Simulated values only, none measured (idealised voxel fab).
This is a process module. Its name is voxel wiring stack.
Shown is cross-section cut, with a width of 165 nm and square cells of size 5 nm.
Format of a cross-section: grid, square cells. Given as bands. Order: top down. Band: one or more rows of cells. Heads up on the band format: heights come first, top then bottom, in nm. After that it's the materials left to right, each with its width in nm. A single material flagged "edge to edge" fills the whole band edge to edge, and "air" means there's empty space there. For the purposes of this specification, 0 denotes the height below which the wafer in its as-received condition is composed wholly of one material, and the lowermost band, lacking a lower limit, extends downward without end, as expressed in "from 0 down". Note: "30 to 40" means the width goes from the first number (top row of the band) to the second number (bottom row) in equal steps per row of cells. "identical to before" after a step means that no cell of the cross-section changed. Reported under the label "Completely sealed voids" are the empty spaces having no open way to the top and comprising 8 cells or more; the notation for each is width x height at distance, in which the distance is measured from the left edge and all three values are in nm. after a step's settings: what the simulator itself notes on the step. The optional step-line setting "overlay nm" applies to steps with a mask and quantifies how far to the right of its planned location the mask lay, a negative value indicating leftward placement.

**Planned process steps**
step 1: RECEIVE,material Si
step 2: CONFORMAL_DEP,material SiO2,thk nm 10
step 3: DIRECTIONAL_DEP,material TiN,thk nm 5
step 4: DIRECTIONAL_DEP,material W,thk nm 25
step 5: PATTERN,tone cover,mask id METAL_1,material resist,width nm 20,pitch nm 40,thk nm 15,overlay nm 0
step 6: DIRECTIONAL_ETCH,etch materials W,depth nm 25
step 7: DIRECTIONAL_ETCH,etch materials TiN,depth nm 5
step 8: STRIP,etch materials resist
step 9: CONFORMAL_DEP,material SiCN,thk nm 5
step 10: FILL_DEP,material lowk,thk nm 10
step 11: CMP,height nm 40
step 12: CONFORMAL_DEP,material SiCN,thk nm 5
step 13: DIRECTIONAL_DEP,material SiO2,thk nm 20
step 14: DIRECTIONAL_DEP,material aC,thk nm 10
step 15: PATTERN,tone open,mask id PLUG_1,material resist,width nm 15,pitch nm 40,thk nm 25,overlay nm 0
step 16: DIRECTIONAL_ETCH,etch materials aC,depth nm 10
step 17: STRIP,etch materials resist
step 18: DIRECTIONAL_ETCH,etch materials SiO2,depth nm 20
step 19: DIRECTIONAL_ETCH,etch materials SiCN,depth nm 5
step 20: STRIP,etch materials aC
step 21: CONFORMAL_DEP,material TiN,thk nm 5
step 22: FILL_DEP,material Cu,thk nm 10
step 23: CMP,height nm 65
step 24: DIRECTIONAL_DEP,material TiN,thk nm 5
step 25: DIRECTIONAL_DEP,material Ru,thk nm 15
step 26: PATTERN,tone cover,mask id METAL_2,material resist,width nm 20,pitch nm 40,thk nm 20,overlay nm 0
step 27: DIRECTIONAL_ETCH,etch materials Ru,depth nm 15
step 28: DIRECTIONAL_ETCH,etch materials TiN,depth nm 5
step 29: STRIP,etch materials resist
step 30: FILL_DEP,material lowk,thk nm 10
step 31: CMP,height nm 85
step 32: CONFORMAL_DEP,material SiCN,thk nm 5
step 33: DIRECTIONAL_DEP,material lowk,thk nm 20
step 34: PATTERN,tone open,mask id PLUG_2,material resist,width nm 15,pitch nm 40,thk nm 15,overlay nm 0
step 35: DIRECTIONAL_ETCH,etch materials lowk,depth nm 20
step 36: DIRECTIONAL_ETCH,etch materials SiCN,depth nm 5
step 37: STRIP,etch materials resist
step 38: EPI,material Ru,thk nm 10
step 39: EPI,material Ru,thk nm 10
step 40: EPI,material Ru,thk nm 5
step 41: DIRECTIONAL_DEP,material TiN,thk nm 5
step 42: DIRECTIONAL_DEP,material Ru,thk nm 15
step 43: DIRECTIONAL_DEP,material aC,thk nm 10
step 44: PATTERN,tone cover,mask id METAL_3,material resist,width nm 20,pitch nm 40,thk nm 25,overlay nm 0
step 45: DIRECTIONAL_ETCH,etch materials aC,depth nm 10
step 46: STRIP,etch materials resist
step 47: DIRECTIONAL_ETCH,etch materials Ru,depth nm 15
step 48: DIRECTIONAL_ETCH,etch materials TiN,depth nm 5
step 49: STRIP,etch materials aC
step 50: CONFORMAL_DEP,material SiN,thk nm 5
step 51: FILL_DEP,material SiO2,thk nm 10
step 52: CMP,height nm 130
step 53: CONFORMAL_DEP,material SiCN,thk nm 5
step 54: DIRECTIONAL_DEP,material lowk,thk nm 20
step 55: MASKED_ETCH,tone open,mask id PLUG_3,width nm 15,pitch nm 40,etch materials lowk,depth nm 20,overlay nm 0
step 56: MASKED_ETCH,tone open,mask id PLUG_3,width nm 15,pitch nm 40,etch materials SiCN,depth nm 5,overlay nm 0
step 57: EPI,material Ru,thk nm 10
step 58: EPI,material Ru,thk nm 10
step 59: EPI,material Ru,thk nm 5
step 60: DIRECTIONAL_DEP,material TiN,thk nm 5
step 61: DIRECTIONAL_DEP,material W,thk nm 15
step 62: MASKED_ETCH,tone cover,mask id METAL_4,width nm 20,pitch nm 40,etch materials W,depth nm 15,overlay nm 0
step 63: MASKED_ETCH,tone cover,mask id METAL_4,width nm 20,pitch nm 40,etch materials TiN,depth nm 5,overlay nm 0
step 64: FILL_DEP,material SiO2,thk nm 10
step 65: CMP,height nm 175
step 66: CONFORMAL_DEP,material SiCN,thk nm 5

**So this is the incoming wafer in cross-section - it's already been through step 1**
> from 0 down = Si edge to edge
> Completely sealed voids: none

**First of two wafers: cross-section at end of module, run per plan**
> from 180 to 175 = SiCN edge to edge
> from 175 to 160 = SiO2: 30; W: 20; SiO2: 20; W: 20; SiO2: 20; W: 20; SiO2: 35
> from 160 to 155 = SiO2: 30; TiN: 20; SiO2: 20; TiN: 20; SiO2: 20; TiN: 20; SiO2: 35
> from 155 to 135 = lowk: 30; Ru: 15; lowk: 25; Ru: 15; lowk: 25; Ru: 15; lowk: 40
> from 135 to 130 = SiCN: 30; Ru: 15; SiCN: 25; Ru: 15; SiCN: 25; Ru: 15; SiCN: 40
> from 130 to 115 = SiO2: 25; SiN: 5; Ru: 20; SiN: 5; SiO2: 10; SiN: 5; Ru: 20; SiN: 5; SiO2: 10; SiN: 5; Ru: 20; SiN: 5; SiO2: 30
> from 115 to 110 = SiN: 30; TiN: 20; SiN: 20; TiN: 20; SiN: 20; TiN: 20; SiN: 35
> from 110 to 90 = lowk: 30; Ru: 15; lowk: 25; Ru: 15; lowk: 25; Ru: 15; lowk: 40
> from 90 to 85 = SiCN: 30; Ru: 15; SiCN: 25; Ru: 15; SiCN: 25; Ru: 15; SiCN: 40
> from 85 to 70 = lowk: 30; Ru: 20; lowk: 20; Ru: 20; lowk: 20; Ru: 20; lowk: 35
> from 70 to 65 = lowk: 30; TiN: 20; lowk: 20; TiN: 20; lowk: 20; TiN: 20; lowk: 35
> from 65 to 45 = SiO2: 30; TiN: 5; Cu: 5; TiN: 5; SiO2: 25; TiN: 5; Cu: 5; TiN: 5; SiO2: 25; TiN: 5; Cu: 5; TiN: 5; SiO2: 40
> from 45 to 40 = SiCN: 30; TiN: 15; SiCN: 25; TiN: 15; SiCN: 25; TiN: 15; SiCN: 40
> from 40 to 15 = lowk: 25; SiCN: 5; W: 20; SiCN: 5; lowk: 10; SiCN: 5; W: 20; SiCN: 5; lowk: 10; SiCN: 5; W: 20; SiCN: 5; lowk: 30
> from 15 to 10 = SiCN: 30; TiN: 20; SiCN: 20; TiN: 20; SiCN: 20; TiN: 20; SiCN: 35
> from 10 to 0 = SiO2 edge to edge
> from 0 down = Si edge to edge
> Completely sealed voids: none

**Second wafer cross-section at end of module - shared start and plan with the first, one mistake in the run**
> from 180 to 175 = SiCN edge to edge
> from 175 to 170 = SiO2: 30; W: 20; SiO2: 20; W: 20; SiO2: 20; W: 20; SiO2: 35
> from 170 to 165 = SiO2: 30; TiN: 20; SiO2: 20; TiN: 20; SiO2: 20; TiN: 20; SiO2: 35
> from 165 to 155 = SiO2: 20; Ru: 35; SiO2: 5; Ru: 35; SiO2: 5; Ru: 35; SiO2: 30
> from 155 to 135 = lowk: 30; Ru: 15; lowk: 25; Ru: 15; lowk: 25; Ru: 15; lowk: 40
> from 135 to 130 = SiCN: 30; Ru: 15; SiCN: 25; Ru: 15; SiCN: 25; Ru: 15; SiCN: 40
> from 130 to 115 = SiO2: 25; SiN: 5; Ru: 20; SiN: 5; SiO2: 10; SiN: 5; Ru: 20; SiN: 5; SiO2: 10; SiN: 5; Ru: 20; SiN: 5; SiO2: 30
> from 115 to 110 = SiN: 30; TiN: 20; SiN: 20; TiN: 20; SiN: 20; TiN: 20; SiN: 35
> from 110 to 90 = lowk: 30; Ru: 15; lowk: 25; Ru: 15; lowk: 25; Ru: 15; lowk: 40
> from 90 to 85 = SiCN: 30; Ru: 15; SiCN: 25; Ru: 15; SiCN: 25; Ru: 15; SiCN: 40
> from 85 to 70 = lowk: 30; Ru: 20; lowk: 20; Ru: 20; lowk: 20; Ru: 20; lowk: 35
> from 70 to 65 = lowk: 30; TiN: 20; lowk: 20; TiN: 20; lowk: 20; TiN: 20; lowk: 35
> from 65 to 45 = SiO2: 30; TiN: 5; Cu: 5; TiN: 5; SiO2: 25; TiN: 5; Cu: 5; TiN: 5; SiO2: 25; TiN: 5; Cu: 5; TiN: 5; SiO2: 40
> from 45 to 40 = SiCN: 30; TiN: 15; SiCN: 25; TiN: 15; SiCN: 25; TiN: 15; SiCN: 40
> from 40 to 15 = lowk: 25; SiCN: 5; W: 20; SiCN: 5; lowk: 10; SiCN: 5; W: 20; SiCN: 5; lowk: 10; SiCN: 5; W: 20; SiCN: 5; lowk: 30
> from 15 to 10 = SiCN: 30; TiN: 20; SiCN: 20; TiN: 20; SiCN: 20; TiN: 20; SiCN: 35
> from 10 to 0 = SiO2 edge to edge
> from 0 down = Si edge to edge
> Completely sealed voids: none
Finding, execution versus plan: one of steps 57 and 58 got run twice, and since they're all the same there's no telling which
Final cells, second wafer relative to first, materials higher or lower: +42 Ru, -18 SiO2, -24 W
